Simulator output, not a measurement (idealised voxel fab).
voxel self aligned vias: a process module
Pictured: cross-section cut, 165 nm wide, on a grid of 5 nm square cells.
In what follows, cross-sections appear as grids of square cells, described through bands that run from the top down, where every band is one or more rows of cells. First you get the band's top height and its bottom height, in nm, and then the materials it's made of, left to right, with each width in nm. If you see a single material with "full width", that one covers the band edge to edge. "empty" is empty space. Zero point of the height axis is 0; under it, received wafer = one material. Lowest band: continues down indefinitely, "0 -> down". Width spec "30..40" -> top row of cells at first value, bottom row at second value, equal per-row change in between. Reading "same as before" for a step: not a cell of the cross-section changed in it. Heads up: "closed voids" only lists the empty pockets with no open path to the top that are 8 cells or more, and it writes them as width x height at distance, distance from the left edge, in nm. On a step's line, text after the settings is the simulator commenting on that step. overlay nm: step with mask; distance mask lay right of planned place; negative value = left of planned place.

**Process steps foreseen in the plan**
1. RECEIVE, material Si
2. CONFORMAL_DEP, material SiO2, thk nm 15
3. CONFORMAL_DEP, material SiCN, thk nm 5
4. DIRECTIONAL_DEP, material lowk, thk nm 20
5. PATTERN, tone open, mask id LINES, material resist, width nm 20, pitch nm 60, thk nm 15, overlay nm 0
6. DIRECTIONAL_ETCH, etch materials lowk, depth nm 20
7. STRIP, etch materials resist
8. CONFORMAL_DEP, material TiN, thk nm 5
9. FILL_DEP, material Ru, thk nm 10
10. CMP, height nm 40
11. SELECTIVE_ETCH, etch materials W Ru TiN, depth nm 5
12. FILL_DEP, material SiN, thk nm 10
13. CMP, height nm 40
14. DIRECTIONAL_DEP, material lowk, thk nm 20
15. MASKED_ETCH, tone open, mask id VIAS, width nm 40, etch materials lowk, depth nm 20, overlay nm 0
16. MASKED_ETCH, tone open, mask id VIAS, width nm 40, etch materials SiN, depth nm 5, overlay nm 0
17. CONFORMAL_DEP, material TiN, thk nm 5
18. FILL_DEP, material W, thk nm 10
19. CMP, height nm 60
20. CONFORMAL_DEP, material SiCN, thk nm 5

**Account of the first of two wafers, which was processed as intended**

**Cross-section of the wafer upon arrival, representing the state reached after step 1**
- 0 -> down  Si full width
- closed voids: none

**Cross-section of the wafer subsequent to step 2**
- 15 -> 0  SiO2 full width
- Heights below 0 show no change.

**Cross-section of the wafer subsequent to step 3**
- 20 -> 15  SiCN full width
- Heights below 15 show no change.

**Cross-section of the wafer subsequent to step 4**
- 40 -> 20  lowk full width
- Heights below 20 show no change.

**Cross-section of the wafer subsequent to step 5**
- 55 -> 40  resist=40; empty=20; resist=40; empty=20; resist=45
- Heights below 40 show no change.

**Cross-section of the wafer subsequent to step 6**
- 55 -> 40  resist=40; empty=20; resist=40; empty=20; resist=45
- 40 -> 20  lowk=40; empty=20; lowk=40; empty=20; lowk=45
- Heights below 20 show no change.

**Cross-section of the wafer subsequent to step 7**
- 40 -> 20  lowk=40; empty=20; lowk=40; empty=20; lowk=45
- Heights below 20 show no change.

**Cross-section of the wafer subsequent to step 8**
- 45 -> 40  TiN=45; empty=10; TiN=50; empty=10; TiN=50
- 40 -> 25  lowk=40; TiN=5; empty=10; TiN=5; lowk=40; TiN=5; empty=10; TiN=5; lowk=45
- 25 -> 20  lowk=40; TiN=20; lowk=40; TiN=20; lowk=45
- Heights below 20 show no change.

**Cross-section of the wafer subsequent to step 9**
- 55 -> 45  Ru full width
- 45 -> 40  TiN=45; Ru=10; TiN=50; Ru=10; TiN=50
- 40 -> 25  lowk=40; TiN=5; Ru=10; TiN=5; lowk=40; TiN=5; Ru=10; TiN=5; lowk=45
- Heights below 25 show no change.

**Cross-section of the wafer subsequent to step 10**
- 40 -> 25  lowk=40; TiN=5; Ru=10; TiN=5; lowk=40; TiN=5; Ru=10; TiN=5; lowk=45
- Heights below 25 show no change.

**Cross-section of the wafer subsequent to step 11**
- 40 -> 35  lowk=40; empty=20; lowk=40; empty=20; lowk=45
- Heights below 35 show no change.

**Cross-section of the wafer subsequent to step 12**
- 50 -> 40  SiN full width
- 40 -> 35  lowk=40; SiN=20; lowk=40; SiN=20; lowk=45
- Heights below 35 show no change.

**Cross-section of the wafer subsequent to step 13**
- 40 -> 35  lowk=40; SiN=20; lowk=40; SiN=20; lowk=45
- Heights below 35 show no change.

**Cross-section of the wafer subsequent to step 14**
- 60 -> 40  lowk full width
- Heights below 40 show no change.

**Cross-section of the wafer subsequent to step 15**
- 60 -> 40  lowk=30; empty=40; lowk=95
- Heights below 40 show no change.

**Cross-section of the wafer subsequent to step 16**
- 60 -> 40  lowk=30; empty=40; lowk=95
- 40 -> 35  lowk=40; empty=20; lowk=40; SiN=20; lowk=45
- Heights below 35 show no change.

**Cross-section of the wafer subsequent to step 17**
- 65 -> 60  TiN=35; empty=30; TiN=100
- 60 -> 45  lowk=30; TiN=5; empty=30; TiN=5; lowk=95
- 45 -> 40  lowk=30; TiN=15; empty=10; TiN=15; lowk=95
- 40 -> 35  lowk=40; TiN=20; lowk=40; SiN=20; lowk=45
- Heights below 35 show no change.

**Cross-section of the wafer subsequent to step 18**
- 75 -> 65  W full width
- 65 -> 60  TiN=35; W=30; TiN=100
- 60 -> 45  lowk=30; TiN=5; W=30; TiN=5; lowk=95
- 45 -> 40  lowk=30; TiN=15; W=10; TiN=15; lowk=95
- Heights below 40 show no change.

**Cross-section of the wafer subsequent to step 19**
- 60 -> 45  lowk=30; TiN=5; W=30; TiN=5; lowk=95
- Heights below 45 show no change.

**Cross-section of the wafer subsequent to step 20**
- 65 -> 60  SiCN full width
- Heights below 60 show no change.

**Second wafer - shared start and plan with the first - one error in running - same as the first up to step 4 inclusive**

**The second wafer cut through, at the time step 5 was supposed to be finished**
- 55 -> 40  empty=40; resist=20; empty=40; resist=20; empty=45
- Heights below 40 show no change.

**The second wafer cut through, at the time step 6 was supposed to be finished**
- 55 -> 40  empty=40; resist=20; empty=40; resist=20; empty=45
- 40 -> 20  empty=40; lowk=20; empty=40; lowk=20; empty=45
- Heights below 20 show no change.

**The second wafer cut through, at the time step 7 was supposed to be finished**
- 40 -> 20  empty=40; lowk=20; empty=40; lowk=20; empty=45
- Heights below 20 show no change.

**The second wafer cut through, at the time step 8 was supposed to be finished**
- 45 -> 40  empty=35; TiN=30; empty=30; TiN=30; empty=40
- 40 -> 25  empty=35; TiN=5; lowk=20; TiN=5; empty=30; TiN=5; lowk=20; TiN=5; empty=40
- 25 -> 20  TiN=40; lowk=20; TiN=40; lowk=20; TiN=45
- Heights below 20 show no change.

**The second wafer cut through, at the time step 9 was supposed to be finished**
- 55 -> 45  Ru full width
- 45 -> 40  Ru=35; TiN=30; Ru=30; TiN=30; Ru=40
- 40 -> 25  Ru=35; TiN=5; lowk=20; TiN=5; Ru=30; TiN=5; lowk=20; TiN=5; Ru=40
- Heights below 25 show no change.

**The second wafer cut through, at the time step 10 was supposed to be finished**
- 40 -> 25  Ru=35; TiN=5; lowk=20; TiN=5; Ru=30; TiN=5; lowk=20; TiN=5; Ru=40
- Heights below 25 show no change.

**The second wafer cut through, at the time step 11 was supposed to be finished**
- 40 -> 35  empty=40; lowk=20; empty=40; lowk=20; empty=45
- Heights below 35 show no change.

**The second wafer cut through, at the time step 12 was supposed to be finished**
- 50 -> 40  SiN full width
- 40 -> 35  SiN=40; lowk=20; SiN=40; lowk=20; SiN=45
- Heights below 35 show no change.

**The second wafer cut through, at the time step 13 was supposed to be finished**
- 40 -> 35  SiN=40; lowk=20; SiN=40; lowk=20; SiN=45
- Heights below 35 show no change.

**The second wafer cut through, at the time step 14 was supposed to be finished**
- 60 -> 40  lowk full width
- Heights below 40 show no change.

**The second wafer cut through, at the time step 15 was supposed to be finished**
- 60 -> 40  lowk=30; empty=40; lowk=95
- Heights below 40 show no change.

**The second wafer cut through, at the time step 16 was supposed to be finished**
- 60 -> 40  lowk=30; empty=40; lowk=95
- 40 -> 35  SiN=30; empty=10; lowk=20; empty=10; SiN=30; lowk=20; SiN=45
- Heights below 35 show no change.

**The second wafer cut through, at the time step 17 was supposed to be finished**
- 65 -> 60  TiN=35; empty=30; TiN=100
- 60 -> 45  lowk=30; TiN=5; empty=30; TiN=5; lowk=95
- 45 -> 40  lowk=30; TiN=40; lowk=95
- 40 -> 35  SiN=30; TiN=10; lowk=20; TiN=10; SiN=30; lowk=20; SiN=45
- Heights below 35 show no change.

**The second wafer cut through, at the time step 18 was supposed to be finished**
- 75 -> 65  W full width
- 65 -> 60  TiN=35; W=30; TiN=100
- 60 -> 45  lowk=30; TiN=5; W=30; TiN=5; lowk=95
- Heights below 45 show no change.

**The second wafer cut through, at the time step 19 was supposed to be finished**
- 60 -> 45  lowk=30; TiN=5; W=30; TiN=5; lowk=95
- Heights below 45 show no change.

**The second wafer cut through, at the time step 20 was supposed to be finished**
- 65 -> 60  SiCN full width
- Heights below 60 show no change.
The plan and the run diverged here: step 5 ran differently from the plan; actual operation with settings: PATTERN, tone cover, mask id LINES, material resist, width nm 20, pitch nm 60, thk nm 15, overlay nm 0
Final wafer comparison in cells, second versus first, more or fewer per material: 34 more of Ru | 17 more of SiN | 19 more of TiN | 2 fewer of W | 68 fewer of lowk
